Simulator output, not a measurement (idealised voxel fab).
process module | voxel transistor to metal
cross-section cut | 270 nm wide | cells 5 nm
A cross-section is a grid of square cells, given in bands from the top down. A band is one or more rows of cells.
Each band's line starts with the height of the band's top and of its bottom, in nm. Then come its materials from left to right, each with its width in nm. One material with "throughout" fills the band from edge to edge. "air" is empty space.
Height 0 is the level under which the wafer as received is all one material. The lowest band goes on downwards, as in "0 down".
A width such as "30 to 40" changes by the same amount from each row of cells to the next, from the band's top row to its bottom row.
"no change" after a step means that no cell of the cross-section changed.
closed voids: empty space of 8 cells or more with no open way to the top, each as width x height at its distance from the left edge, in nm
after a step's settings: what the simulator itself notes on the step
overlay nm, on a step with a mask: how far to the right of its planned place the mask lay; to the left if negative
plan
1 op RECEIVE | material Si
2 op CONFORMAL_DEP | material SiO2 | thk nm 5
3 op CONFORMAL_DEP | material SiN | thk nm 15
4 op PATTERN | tone cover | mask id ACTIVE | material resist | width nm 100 | pitch nm 130 | thk nm 20 | overlay nm 0
5 op DIRECTIONAL_ETCH | etch materials SiN | depth nm 15
6 op DIRECTIONAL_ETCH | etch materials SiO2 | depth nm 5
7 op DIRECTIONAL_ETCH | etch materials Si | depth nm 30
8 op STRIP | etch materials resist
9 op OXIDIZE | depth nm 5
10 op FILL_DEP | material SiO2 | thk nm 5
11 op CMP | height nm 20
12 op SELECTIVE_ETCH | etch materials SiO2 | depth nm 15
13 op STRIP | etch materials SiN
14 op SELECTIVE_ETCH | etch materials SiO2 | depth nm 5
15 op OXIDIZE | depth nm 5
16 op DIRECTIONAL_DEP | material polySi | thk nm 25
17 op DIRECTIONAL_DEP | material SiCN | thk nm 10
18 op MASKED_ETCH | tone cover | mask id GATE | width nm 20 | pitch nm 130 | etch materials SiCN | depth nm 20 | overlay nm 0
19 op MASKED_ETCH | tone cover | mask id GATE | width nm 20 | pitch nm 130 | etch materials polySi | depth nm 35 | overlay nm 0
20 op CONFORMAL_DEP | material SiO2 | thk nm 5
21 op DIRECTIONAL_ETCH | etch materials SiO2 | depth nm 5
22 op CONFORMAL_DEP | material SiN | thk nm 5
23 op DIRECTIONAL_ETCH | etch materials SiN | depth nm 5
24 op DIRECTIONAL_ETCH | etch materials SiO2 | depth nm 5
25 op DIRECTIONAL_ETCH | etch materials Si | depth nm 15
26 op EPI | material pSi | thk nm 20
27 op FILL_DEP | material SiO2 | thk nm 5
28 op CMP | height nm 35
29 op DIRECTIONAL_DEP | material SiO2 | thk nm 15
30 op MASKED_ETCH | tone open | mask id CONTACT | width nm 15 | etch materials SiO2 | depth nm 50 | overlay nm 0
31 op CONFORMAL_DEP | material TiN | thk nm 5
32 op FILL_DEP | material Ru | thk nm 10
33 op CMP | height nm 50
34 op CONFORMAL_DEP | material SiN | thk nm 5
35 op DIRECTIONAL_DEP | material lowk | thk nm 15
36 op PATTERN | tone open | mask id METAL_1 | material resist | width nm 15 | thk nm 20 | overlay nm 0
37 op DIRECTIONAL_ETCH | etch materials lowk | depth nm 15
38 op DIRECTIONAL_ETCH | etch materials SiN | depth nm 5
39 op STRIP | etch materials resist
40 op CONFORMAL_DEP | material TiN | thk nm 5
41 op FILL_DEP | material W | thk nm 5
42 op CMP | height nm 70
43 op EPI | material Ru | thk nm 5
44 op FILL_DEP | material SiCN | thk nm 5
first wafer, as planned
as received, after step 1
  0 down: Si throughout
  closed voids: none
after step 2
  5 to 0: SiO2 throughout
  below 0: unchanged
after step 3
  20 to 5: SiN throughout
  below 5: unchanged
after step 4
  40 to 20: air 20 | resist 100 | air 30 | resist 100 | air 20
  below 20: unchanged
after step 5
  40 to 20: air 20 | resist 100 | air 30 | resist 100 | air 20
  20 to 5: air 20 | SiN 100 | air 30 | SiN 100 | air 20
  below 5: unchanged
after step 6
  40 to 20: air 20 | resist 100 | air 30 | resist 100 | air 20
  20 to 5: air 20 | SiN 100 | air 30 | SiN 100 | air 20
  5 to 0: air 20 | SiO2 100 | air 30 | SiO2 100 | air 20
  below 0: unchanged
after step 7
  40 to 20: air 20 | resist 100 | air 30 | resist 100 | air 20
  20 to 5: air 20 | SiN 100 | air 30 | SiN 100 | air 20
  5 to 0: air 20 | SiO2 100 | air 30 | SiO2 100 | air 20
  0 to -30: air 20 | Si 100 | air 30 | Si 100 | air 20
  below -30: unchanged
after step 8
  20 to 5: air 20 | SiN 100 | air 30 | SiN 100 | air 20
  below 5: unchanged
after step 9
  20 to 5: air 20 | SiN 100 | air 30 | SiN 100 | air 20
  5 to 0: air 20 | SiO2 100 | air 30 | SiO2 100 | air 20
  0 to -30: air 20 | SiO2 5 | Si 90 | SiO2 5 | air 30 | SiO2 5 | Si 90 | SiO2 5 | air 20
  -30 to -35: SiO2 25 | Si 90 | SiO2 40 | Si 90 | SiO2 25
  below -35: unchanged
after step 10
  25 to 20: SiO2 throughout
  20 to 5: SiO2 20 | SiN 100 | SiO2 30 | SiN 100 | SiO2 20
  5 to 0: SiO2 throughout
  0 to -35: SiO2 25 | Si 90 | SiO2 40 | Si 90 | SiO2 25
  below -35: unchanged
after step 11
  20 to 5: SiO2 20 | SiN 100 | SiO2 30 | SiN 100 | SiO2 20
  below 5: unchanged
after step 12
  20 to 5: air 20 | SiN 100 | air 30 | SiN 100 | air 20
  below 5: unchanged
after step 13
  5 to 0: SiO2 throughout
  below 0: unchanged
after step 14
  0 to -35: SiO2 25 | Si 90 | SiO2 40 | Si 90 | SiO2 25
  below -35: unchanged
after step 15
  0 to -5: SiO2 throughout
  below -5: unchanged
after step 16
  25 to 0: polySi throughout
  below 0: unchanged
after step 17
  35 to 25: SiCN throughout
  below 25: unchanged
after step 18
  35 to 25: air 60 | SiCN 20 | air 110 | SiCN 20 | air 60
  below 25: unchanged
after step 19
  35 to 25: air 60 | SiCN 20 | air 110 | SiCN 20 | air 60
  25 to 0: air 60 | polySi 20 | air 110 | polySi 20 | air 60
  below 0: unchanged
after step 20
  40 to 35: air 55 | SiO2 30 | air 100 | SiO2 30 | air 55
  35 to 25: air 55 | SiO2 5 | SiCN 20 | SiO2 5 | air 100 | SiO2 5 | SiCN 20 | SiO2 5 | air 55
  25 to 5: air 55 | SiO2 5 | polySi 20 | SiO2 5 | air 100 | SiO2 5 | polySi 20 | SiO2 5 | air 55
  5 to 0: SiO2 60 | polySi 20 | SiO2 110 | polySi 20 | SiO2 60
  below 0: unchanged
after step 21
  35 to 25: air 55 | SiO2 5 | SiCN 20 | SiO2 5 | air 100 | SiO2 5 | SiCN 20 | SiO2 5 | air 55
  25 to 0: air 55 | SiO2 5 | polySi 20 | SiO2 5 | air 100 | SiO2 5 | polySi 20 | SiO2 5 | air 55
  below 0: unchanged
after step 22
  40 to 35: air 50 | SiN 40 | air 90 | SiN 40 | air 50
  35 to 25: air 50 | SiN 5 | SiO2 5 | SiCN 20 | SiO2 5 | SiN 5 | air 90 | SiN 5 | SiO2 5 | SiCN 20 | SiO2 5 | SiN 5 | air 50
  25 to 5: air 50 | SiN 5 | SiO2 5 | polySi 20 | SiO2 5 | SiN 5 | air 90 | SiN 5 | SiO2 5 | polySi 20 | SiO2 5 | SiN 5 | air 50
  5 to 0: SiN 55 | SiO2 5 | polySi 20 | SiO2 5 | SiN 100 | SiO2 5 | polySi 20 | SiO2 5 | SiN 55
  below 0: unchanged
after step 23
  35 to 25: air 50 | SiN 5 | SiO2 5 | SiCN 20 | SiO2 5 | SiN 5 | air 90 | SiN 5 | SiO2 5 | SiCN 20 | SiO2 5 | SiN 5 | air 50
  25 to 0: air 50 | SiN 5 | SiO2 5 | polySi 20 | SiO2 5 | SiN 5 | air 90 | SiN 5 | SiO2 5 | polySi 20 | SiO2 5 | SiN 5 | air 50
  below 0: unchanged
after step 24
  35 to 30: air 50 | SiN 5 | air 5 | SiCN 20 | air 5 | SiN 5 | air 90 | SiN 5 | air 5 | SiCN 20 | air 5 | SiN 5 | air 50
  30 to 25: air 50 | SiN 5 | SiO2 5 | SiCN 20 | SiO2 5 | SiN 5 | air 90 | SiN 5 | SiO2 5 | SiCN 20 | SiO2 5 | SiN 5 | air 50
  25 to 0: air 50 | SiN 5 | SiO2 5 | polySi 20 | SiO2 5 | SiN 5 | air 90 | SiN 5 | SiO2 5 | polySi 20 | SiO2 5 | SiN 5 | air 50
  0 to -5: air 50 | SiO2 40 | air 90 | SiO2 40 | air 50
  below -5: unchanged
after step 25
  35 to 30: air 50 | SiN 5 | air 5 | SiCN 20 | air 5 | SiN 5 | air 90 | SiN 5 | air 5 | SiCN 20 | air 5 | SiN 5 | air 50
  30 to 25: air 50 | SiN 5 | SiO2 5 | SiCN 20 | SiO2 5 | SiN 5 | air 90 | SiN 5 | SiO2 5 | SiCN 20 | SiO2 5 | SiN 5 | air 50
  25 to 0: air 50 | SiN 5 | SiO2 5 | polySi 20 | SiO2 5 | SiN 5 | air 90 | SiN 5 | SiO2 5 | polySi 20 | SiO2 5 | SiN 5 | air 50
  0 to -5: air 50 | SiO2 40 | air 90 | SiO2 40 | air 50
  -5 to -20: SiO2 25 | air 25 | Si 40 | air 25 | SiO2 40 | air 25 | Si 40 | air 25 | SiO2 25
  below -20: unchanged
after step 26
  35 to 30: air 50 | SiN 5 | air 5 | SiCN 20 | air 5 | SiN 5 | air 90 | SiN 5 | air 5 | SiCN 20 | air 5 | SiN 5 | air 50
  30 to 25: air 50 | SiN 5 | SiO2 5 | SiCN 20 | SiO2 5 | SiN 5 | air 90 | SiN 5 | SiO2 5 | SiCN 20 | SiO2 5 | SiN 5 | air 50
  25 to 15: air 50 | SiN 5 | SiO2 5 | polySi 20 | SiO2 5 | SiN 5 | air 90 | SiN 5 | SiO2 5 | polySi 20 | SiO2 5 | SiN 5 | air 50
  15 to 0: air 30 | pSi 20 | SiN 5 | SiO2 5 | polySi 20 | SiO2 5 | SiN 5 | pSi 20 | air 50 | pSi 20 | SiN 5 | SiO2 5 | polySi 20 | SiO2 5 | SiN 5 | pSi 20 | air 30
  0 to -5: air 20 | pSi 30 | SiO2 40 | pSi 30 | air 30 | pSi 30 | SiO2 40 | pSi 30 | air 20
  -5 to -20: SiO2 25 | pSi 25 | Si 40 | pSi 25 | SiO2 40 | pSi 25 | Si 40 | pSi 25 | SiO2 25
  below -20: unchanged
after step 27
  40 to 35: SiO2 throughout
  35 to 25: SiO2 50 | SiN 5 | SiO2 5 | SiCN 20 | SiO2 5 | SiN 5 | SiO2 90 | SiN 5 | SiO2 5 | SiCN 20 | SiO2 5 | SiN 5 | SiO2 50
  25 to 15: SiO2 50 | SiN 5 | SiO2 5 | polySi 20 | SiO2 5 | SiN 5 | SiO2 90 | SiN 5 | SiO2 5 | polySi 20 | SiO2 5 | SiN 5 | SiO2 50
  15 to 0: SiO2 30 | pSi 20 | SiN 5 | SiO2 5 | polySi 20 | SiO2 5 | SiN 5 | pSi 20 | SiO2 50 | pSi 20 | SiN 5 | SiO2 5 | polySi 20 | SiO2 5 | SiN 5 | pSi 20 | SiO2 30
  0 to -5: SiO2 20 | pSi 30 | SiO2 40 | pSi 30 | SiO2 30 | pSi 30 | SiO2 40 | pSi 30 | SiO2 20
  below -5: unchanged
after step 28
  35 to 25: SiO2 50 | SiN 5 | SiO2 5 | SiCN 20 | SiO2 5 | SiN 5 | SiO2 90 | SiN 5 | SiO2 5 | SiCN 20 | SiO2 5 | SiN 5 | SiO2 50
  below 25: unchanged
after step 29
  50 to 35: SiO2 throughout
  below 35: unchanged
after step 30
  50 to 35: SiO2 25 | air 15 | SiO2 60 | air 15 | SiO2 40 | air 15 | SiO2 60 | air 15 | SiO2 25
  35 to 25: SiO2 25 | air 15 | SiO2 10 | SiN 5 | SiO2 5 | SiCN 20 | SiO2 5 | SiN 5 | SiO2 10 | air 15 | SiO2 40 | air 15 | SiO2 10 | SiN 5 | SiO2 5 | SiCN 20 | SiO2 5 | SiN 5 | SiO2 10 | air 15 | SiO2 25
  25 to 15: SiO2 25 | air 15 | SiO2 10 | SiN 5 | SiO2 5 | polySi 20 | SiO2 5 | SiN 5 | SiO2 10 | air 15 | SiO2 40 | air 15 | SiO2 10 | SiN 5 | SiO2 5 | polySi 20 | SiO2 5 | SiN 5 | SiO2 10 | air 15 | SiO2 25
  15 to 0: SiO2 25 | air 5 | pSi 20 | SiN 5 | SiO2 5 | polySi 20 | SiO2 5 | SiN 5 | pSi 20 | air 5 | SiO2 40 | air 5 | pSi 20 | SiN 5 | SiO2 5 | polySi 20 | SiO2 5 | SiN 5 | pSi 20 | air 5 | SiO2 25
  below 0: unchanged
after step 31
  55 to 50: TiN 30 | air 5 | TiN 70 | air 5 | TiN 50 | air 5 | TiN 70 | air 5 | TiN 30
  50 to 35: SiO2 25 | TiN 5 | air 5 | TiN 5 | SiO2 60 | TiN 5 | air 5 | TiN 5 | SiO2 40 | TiN 5 | air 5 | TiN 5 | SiO2 60 | TiN 5 | air 5 | TiN 5 | SiO2 25
  35 to 25: SiO2 25 | TiN 5 | air 5 | TiN 5 | SiO2 10 | SiN 5 | SiO2 5 | SiCN 20 | SiO2 5 | SiN 5 | SiO2 10 | TiN 5 | air 5 | TiN 5 | SiO2 40 | TiN 5 | air 5 | TiN 5 | SiO2 10 | SiN 5 | SiO2 5 | SiCN 20 | SiO2 5 | SiN 5 | SiO2 10 | TiN 5 | air 5 | TiN 5 | SiO2 25
  25 to 20: SiO2 25 | TiN 5 | air 5 | TiN 5 | SiO2 10 | SiN 5 | SiO2 5 | polySi 20 | SiO2 5 | SiN 5 | SiO2 10 | TiN 5 | air 5 | TiN 5 | SiO2 40 | TiN 5 | air 5 | TiN 5 | SiO2 10 | SiN 5 | SiO2 5 | polySi 20 | SiO2 5 | SiN 5 | SiO2 10 | TiN 5 | air 5 | TiN 5 | SiO2 25
  20 to 15: SiO2 25 | TiN 15 | SiO2 10 | SiN 5 | SiO2 5 | polySi 20 | SiO2 5 | SiN 5 | SiO2 10 | TiN 15 | SiO2 40 | TiN 15 | SiO2 10 | SiN 5 | SiO2 5 | polySi 20 | SiO2 5 | SiN 5 | SiO2 10 | TiN 15 | SiO2 25
  15 to 0: SiO2 25 | TiN 5 | pSi 20 | SiN 5 | SiO2 5 | polySi 20 | SiO2 5 | SiN 5 | pSi 20 | TiN 5 | SiO2 40 | TiN 5 | pSi 20 | SiN 5 | SiO2 5 | polySi 20 | SiO2 5 | SiN 5 | pSi 20 | TiN 5 | SiO2 25
  below 0: unchanged
after step 32
  65 to 55: Ru throughout
  55 to 50: TiN 30 | Ru 5 | TiN 70 | Ru 5 | TiN 50 | Ru 5 | TiN 70 | Ru 5 | TiN 30
  50 to 35: SiO2 25 | TiN 5 | Ru 5 | TiN 5 | SiO2 60 | TiN 5 | Ru 5 | TiN 5 | SiO2 40 | TiN 5 | Ru 5 | TiN 5 | SiO2 60 | TiN 5 | Ru 5 | TiN 5 | SiO2 25
  35 to 25: SiO2 25 | TiN 5 | Ru 5 | TiN 5 | SiO2 10 | SiN 5 | SiO2 5 | SiCN 20 | SiO2 5 | SiN 5 | SiO2 10 | TiN 5 | Ru 5 | TiN 5 | SiO2 40 | TiN 5 | Ru 5 | TiN 5 | SiO2 10 | SiN 5 | SiO2 5 | SiCN 20 | SiO2 5 | SiN 5 | SiO2 10 | TiN 5 | Ru 5 | TiN 5 | SiO2 25
  25 to 20: SiO2 25 | TiN 5 | Ru 5 | TiN 5 | SiO2 10 | SiN 5 | SiO2 5 | polySi 20 | SiO2 5 | SiN 5 | SiO2 10 | TiN 5 | Ru 5 | TiN 5 | SiO2 40 | TiN 5 | Ru 5 | TiN 5 | SiO2 10 | SiN 5 | SiO2 5 | polySi 20 | SiO2 5 | SiN 5 | SiO2 10 | TiN 5 | Ru 5 | TiN 5 | SiO2 25
  below 20: unchanged
after step 33
  50 to 35: SiO2 25 | TiN 5 | Ru 5 | TiN 5 | SiO2 60 | TiN 5 | Ru 5 | TiN 5 | SiO2 40 | TiN 5 | Ru 5 | TiN 5 | SiO2 60 | TiN 5 | Ru 5 | TiN 5 | SiO2 25
  below 35: unchanged
after step 34
  55 to 50: SiN throughout
  below 50: unchanged
after step 35
  70 to 55: lowk throughout
  below 55: unchanged
after step 36
  90 to 70: resist 25 | air 15 | resist 60 | air 15 | resist 40 | air 15 | resist 60 | air 15 | resist 25
  below 70: unchanged
after step 37
  90 to 70: resist 25 | air 15 | resist 60 | air 15 | resist 40 | air 15 | resist 60 | air 15 | resist 25
  70 to 55: lowk 25 | air 15 | lowk 60 | air 15 | lowk 40 | air 15 | lowk 60 | air 15 | lowk 25
  below 55: unchanged
after step 38
  90 to 70: resist 25 | air 15 | resist 60 | air 15 | resist 40 | air 15 | resist 60 | air 15 | resist 25
  70 to 55: lowk 25 | air 15 | lowk 60 | air 15 | lowk 40 | air 15 | lowk 60 | air 15 | lowk 25
  55 to 50: SiN 25 | air 15 | SiN 60 | air 15 | SiN 40 | air 15 | SiN 60 | air 15 | SiN 25
  below 50: unchanged
after step 39
  70 to 55: lowk 25 | air 15 | lowk 60 | air 15 | lowk 40 | air 15 | lowk 60 | air 15 | lowk 25
  below 55: unchanged
after step 40
  75 to 70: TiN 30 | air 5 | TiN 70 | air 5 | TiN 50 | air 5 | TiN 70 | air 5 | TiN 30
  70 to 55: lowk 25 | TiN 5 | air 5 | TiN 5 | lowk 60 | TiN 5 | air 5 | TiN 5 | lowk 40 | TiN 5 | air 5 | TiN 5 | lowk 60 | TiN 5 | air 5 | TiN 5 | lowk 25
  55 to 50: SiN 25 | TiN 15 | SiN 60 | TiN 15 | SiN 40 | TiN 15 | SiN 60 | TiN 15 | SiN 25
  below 50: unchanged
after step 41
  80 to 75: W throughout
  75 to 70: TiN 30 | W 5 | TiN 70 | W 5 | TiN 50 | W 5 | TiN 70 | W 5 | TiN 30
  70 to 55: lowk 25 | TiN 5 | W 5 | TiN 5 | lowk 60 | TiN 5 | W 5 | TiN 5 | lowk 40 | TiN 5 | W 5 | TiN 5 | lowk 60 | TiN 5 | W 5 | TiN 5 | lowk 25
  below 55: unchanged
after step 42
  70 to 55: lowk 25 | TiN 5 | W 5 | TiN 5 | lowk 60 | TiN 5 | W 5 | TiN 5 | lowk 40 | TiN 5 | W 5 | TiN 5 | lowk 60 | TiN 5 | W 5 | TiN 5 | lowk 25
  below 55: unchanged
after step 43
  75 to 70: air 20 | Ru 25 | air 50 | Ru 25 | air 30 | Ru 25 | air 50 | Ru 25 | air 20
  below 70: unchanged
after step 44
  80 to 75: SiCN throughout
  75 to 70: SiCN 20 | Ru 25 | SiCN 50 | Ru 25 | SiCN 30 | Ru 25 | SiCN 50 | Ru 25 | SiCN 20
  below 70: unchanged
second wafer: like start, like plan, one mistake. Through step 22 it matches the first wafer
when step 23 should have ended
  35 to 25: air 55 | SiO2 5 | SiCN 20 | SiO2 5 | air 100 | SiO2 5 | SiCN 20 | SiO2 5 | air 55
  25 to 0: air 50 | SiN 5 | SiO2 5 | polySi 20 | SiO2 5 | SiN 5 | air 90 | SiN 5 | SiO2 5 | polySi 20 | SiO2 5 | SiN 5 | air 50
  below 0: unchanged
when step 24 should have ended
  35 to 30: air 60 | SiCN 20 | air 110 | SiCN 20 | air 60
  30 to 25: air 55 | SiO2 5 | SiCN 20 | SiO2 5 | air 100 | SiO2 5 | SiCN 20 | SiO2 5 | air 55
  25 to 0: air 50 | SiN 5 | SiO2 5 | polySi 20 | SiO2 5 | SiN 5 | air 90 | SiN 5 | SiO2 5 | polySi 20 | SiO2 5 | SiN 5 | air 50
  0 to -5: air 50 | SiO2 40 | air 90 | SiO2 40 | air 50
  below -5: unchanged
when step 25 should have ended
  35 to 30: air 60 | SiCN 20 | air 110 | SiCN 20 | air 60
  30 to 25: air 55 | SiO2 5 | SiCN 20 | SiO2 5 | air 100 | SiO2 5 | SiCN 20 | SiO2 5 | air 55
  25 to 0: air 50 | SiN 5 | SiO2 5 | polySi 20 | SiO2 5 | SiN 5 | air 90 | SiN 5 | SiO2 5 | polySi 20 | SiO2 5 | SiN 5 | air 50
  0 to -5: air 50 | SiO2 40 | air 90 | SiO2 40 | air 50
  -5 to -20: SiO2 25 | air 25 | Si 40 | air 25 | SiO2 40 | air 25 | Si 40 | air 25 | SiO2 25
  below -20: unchanged
when step 26 should have ended
  35 to 30: air 60 | SiCN 20 | air 110 | SiCN 20 | air 60
  30 to 25: air 55 | SiO2 5 | SiCN 20 | SiO2 5 | air 100 | SiO2 5 | SiCN 20 | SiO2 5 | air 55
  25 to 15: air 50 | SiN 5 | SiO2 5 | polySi 20 | SiO2 5 | SiN 5 | air 90 | SiN 5 | SiO2 5 | polySi 20 | SiO2 5 | SiN 5 | air 50
  15 to 0: air 30 | pSi 20 | SiN 5 | SiO2 5 | polySi 20 | SiO2 5 | SiN 5 | pSi 20 | air 50 | pSi 20 | SiN 5 | SiO2 5 | polySi 20 | SiO2 5 | SiN 5 | pSi 20 | air 30
  0 to -5: air 20 | pSi 30 | SiO2 40 | pSi 30 | air 30 | pSi 30 | SiO2 40 | pSi 30 | air 20
  -5 to -20: SiO2 25 | pSi 25 | Si 40 | pSi 25 | SiO2 40 | pSi 25 | Si 40 | pSi 25 | SiO2 25
  below -20: unchanged
when step 27 should have ended
  40 to 35: SiO2 throughout
  35 to 25: SiO2 60 | SiCN 20 | SiO2 110 | SiCN 20 | SiO2 60
  25 to 15: SiO2 50 | SiN 5 | SiO2 5 | polySi 20 | SiO2 5 | SiN 5 | SiO2 90 | SiN 5 | SiO2 5 | polySi 20 | SiO2 5 | SiN 5 | SiO2 50
  15 to 0: SiO2 30 | pSi 20 | SiN 5 | SiO2 5 | polySi 20 | SiO2 5 | SiN 5 | pSi 20 | SiO2 50 | pSi 20 | SiN 5 | SiO2 5 | polySi 20 | SiO2 5 | SiN 5 | pSi 20 | SiO2 30
  0 to -5: SiO2 20 | pSi 30 | SiO2 40 | pSi 30 | SiO2 30 | pSi 30 | SiO2 40 | pSi 30 | SiO2 20
  below -5: unchanged
when step 28 should have ended
  35 to 25: SiO2 60 | SiCN 20 | SiO2 110 | SiCN 20 | SiO2 60
  below 25: unchanged
when step 29 should have ended
  50 to 35: SiO2 throughout
  below 35: unchanged
when step 30 should have ended
  50 to 35: SiO2 25 | air 15 | SiO2 60 | air 15 | SiO2 40 | air 15 | SiO2 60 | air 15 | SiO2 25
  35 to 25: SiO2 25 | air 15 | SiO2 20 | SiCN 20 | SiO2 20 | air 15 | SiO2 40 | air 15 | SiO2 20 | SiCN 20 | SiO2 20 | air 15 | SiO2 25
  25 to 15: SiO2 25 | air 15 | SiO2 10 | SiN 5 | SiO2 5 | polySi 20 | SiO2 5 | SiN 5 | SiO2 10 | air 15 | SiO2 40 | air 15 | SiO2 10 | SiN 5 | SiO2 5 | polySi 20 | SiO2 5 | SiN 5 | SiO2 10 | air 15 | SiO2 25
  15 to 0: SiO2 25 | air 5 | pSi 20 | SiN 5 | SiO2 5 | polySi 20 | SiO2 5 | SiN 5 | pSi 20 | air 5 | SiO2 40 | air 5 | pSi 20 | SiN 5 | SiO2 5 | polySi 20 | SiO2 5 | SiN 5 | pSi 20 | air 5 | SiO2 25
  below 0: unchanged
when step 31 should have ended
  55 to 50: TiN 30 | air 5 | TiN 70 | air 5 | TiN 50 | air 5 | TiN 70 | air 5 | TiN 30
  50 to 35: SiO2 25 | TiN 5 | air 5 | TiN 5 | SiO2 60 | TiN 5 | air 5 | TiN 5 | SiO2 40 | TiN 5 | air 5 | TiN 5 | SiO2 60 | TiN 5 | air 5 | TiN 5 | SiO2 25
  35 to 25: SiO2 25 | TiN 5 | air 5 | TiN 5 | SiO2 20 | SiCN 20 | SiO2 20 | TiN 5 | air 5 | TiN 5 | SiO2 40 | TiN 5 | air 5 | TiN 5 | SiO2 20 | SiCN 20 | SiO2 20 | TiN 5 | air 5 | TiN 5 | SiO2 25
  25 to 20: SiO2 25 | TiN 5 | air 5 | TiN 5 | SiO2 10 | SiN 5 | SiO2 5 | polySi 20 | SiO2 5 | SiN 5 | SiO2 10 | TiN 5 | air 5 | TiN 5 | SiO2 40 | TiN 5 | air 5 | TiN 5 | SiO2 10 | SiN 5 | SiO2 5 | polySi 20 | SiO2 5 | SiN 5 | SiO2 10 | TiN 5 | air 5 | TiN 5 | SiO2 25
  20 to 15: SiO2 25 | TiN 15 | SiO2 10 | SiN 5 | SiO2 5 | polySi 20 | SiO2 5 | SiN 5 | SiO2 10 | TiN 15 | SiO2 40 | TiN 15 | SiO2 10 | SiN 5 | SiO2 5 | polySi 20 | SiO2 5 | SiN 5 | SiO2 10 | TiN 15 | SiO2 25
  15 to 0: SiO2 25 | TiN 5 | pSi 20 | SiN 5 | SiO2 5 | polySi 20 | SiO2 5 | SiN 5 | pSi 20 | TiN 5 | SiO2 40 | TiN 5 | pSi 20 | SiN 5 | SiO2 5 | polySi 20 | SiO2 5 | SiN 5 | pSi 20 | TiN 5 | SiO2 25
  below 0: unchanged
when step 32 should have ended
  65 to 55: Ru throughout
  55 to 50: TiN 30 | Ru 5 | TiN 70 | Ru 5 | TiN 50 | Ru 5 | TiN 70 | Ru 5 | TiN 30
  50 to 35: SiO2 25 | TiN 5 | Ru 5 | TiN 5 | SiO2 60 | TiN 5 | Ru 5 | TiN 5 | SiO2 40 | TiN 5 | Ru 5 | TiN 5 | SiO2 60 | TiN 5 | Ru 5 | TiN 5 | SiO2 25
  35 to 25: SiO2 25 | TiN 5 | Ru 5 | TiN 5 | SiO2 20 | SiCN 20 | SiO2 20 | TiN 5 | Ru 5 | TiN 5 | SiO2 40 | TiN 5 | Ru 5 | TiN 5 | SiO2 20 | SiCN 20 | SiO2 20 | TiN 5 | Ru 5 | TiN 5 | SiO2 25
  25 to 20: SiO2 25 | TiN 5 | Ru 5 | TiN 5 | SiO2 10 | SiN 5 | SiO2 5 | polySi 20 | SiO2 5 | SiN 5 | SiO2 10 | TiN 5 | Ru 5 | TiN 5 | SiO2 40 | TiN 5 | Ru 5 | TiN 5 | SiO2 10 | SiN 5 | SiO2 5 | polySi 20 | SiO2 5 | SiN 5 | SiO2 10 | TiN 5 | Ru 5 | TiN 5 | SiO2 25
  below 20: unchanged
when step 33 should have ended
  50 to 35: SiO2 25 | TiN 5 | Ru 5 | TiN 5 | SiO2 60 | TiN 5 | Ru 5 | TiN 5 | SiO2 40 | TiN 5 | Ru 5 | TiN 5 | SiO2 60 | TiN 5 | Ru 5 | TiN 5 | SiO2 25
  below 35: unchanged
when step 34 should have ended
  55 to 50: SiN throughout
  below 50: unchanged
when step 35 should have ended
  70 to 55: lowk throughout
  below 55: unchanged
when step 36 should have ended
  90 to 70: resist 25 | air 15 | resist 60 | air 15 | resist 40 | air 15 | resist 60 | air 15 | resist 25
  below 70: unchanged
when step 37 should have ended
  90 to 70: resist 25 | air 15 | resist 60 | air 15 | resist 40 | air 15 | resist 60 | air 15 | resist 25
  70 to 55: lowk 25 | air 15 | lowk 60 | air 15 | lowk 40 | air 15 | lowk 60 | air 15 | lowk 25
  below 55: unchanged
when step 38 should have ended
  90 to 70: resist 25 | air 15 | resist 60 | air 15 | resist 40 | air 15 | resist 60 | air 15 | resist 25
  70 to 55: lowk 25 | air 15 | lowk 60 | air 15 | lowk 40 | air 15 | lowk 60 | air 15 | lowk 25
  55 to 50: SiN 25 | air 15 | SiN 60 | air 15 | SiN 40 | air 15 | SiN 60 | air 15 | SiN 25
  below 50: unchanged
when step 39 should have ended
  70 to 55: lowk 25 | air 15 | lowk 60 | air 15 | lowk 40 | air 15 | lowk 60 | air 15 | lowk 25
  below 55: unchanged
when step 40 should have ended
  75 to 70: TiN 30 | air 5 | TiN 70 | air 5 | TiN 50 | air 5 | TiN 70 | air 5 | TiN 30
  70 to 55: lowk 25 | TiN 5 | air 5 | TiN 5 | lowk 60 | TiN 5 | air 5 | TiN 5 | lowk 40 | TiN 5 | air 5 | TiN 5 | lowk 60 | TiN 5 | air 5 | TiN 5 | lowk 25
  55 to 50: SiN 25 | TiN 15 | SiN 60 | TiN 15 | SiN 40 | TiN 15 | SiN 60 | TiN 15 | SiN 25
  below 50: unchanged
when step 41 should have ended
  80 to 75: W throughout
  75 to 70: TiN 30 | W 5 | TiN 70 | W 5 | TiN 50 | W 5 | TiN 70 | W 5 | TiN 30
  70 to 55: lowk 25 | TiN 5 | W 5 | TiN 5 | lowk 60 | TiN 5 | W 5 | TiN 5 | lowk 40 | TiN 5 | W 5 | TiN 5 | lowk 60 | TiN 5 | W 5 | TiN 5 | lowk 25
  below 55: unchanged
when step 42 should have ended
  70 to 55: lowk 25 | TiN 5 | W 5 | TiN 5 | lowk 60 | TiN 5 | W 5 | TiN 5 | lowk 40 | TiN 5 | W 5 | TiN 5 | lowk 60 | TiN 5 | W 5 | TiN 5 | lowk 25
  below 55: unchanged
when step 43 should have ended
  75 to 70: air 20 | Ru 25 | air 50 | Ru 25 | air 30 | Ru 25 | air 50 | Ru 25 | air 20
  below 70: unchanged
when step 44 should have ended
  80 to 75: SiCN throughout
  75 to 70: SiCN 20 | Ru 25 | SiCN 50 | Ru 25 | SiCN 30 | Ru 25 | SiCN 50 | Ru 25 | SiCN 20
  below 70: unchanged
what went wrong: step 23 ran as: op DIRECTIONAL_ETCH | etch materials SiN | depth nm 15
at the end the second wafer has, in cells: 8 fewer of SiN | 8 more of SiO2
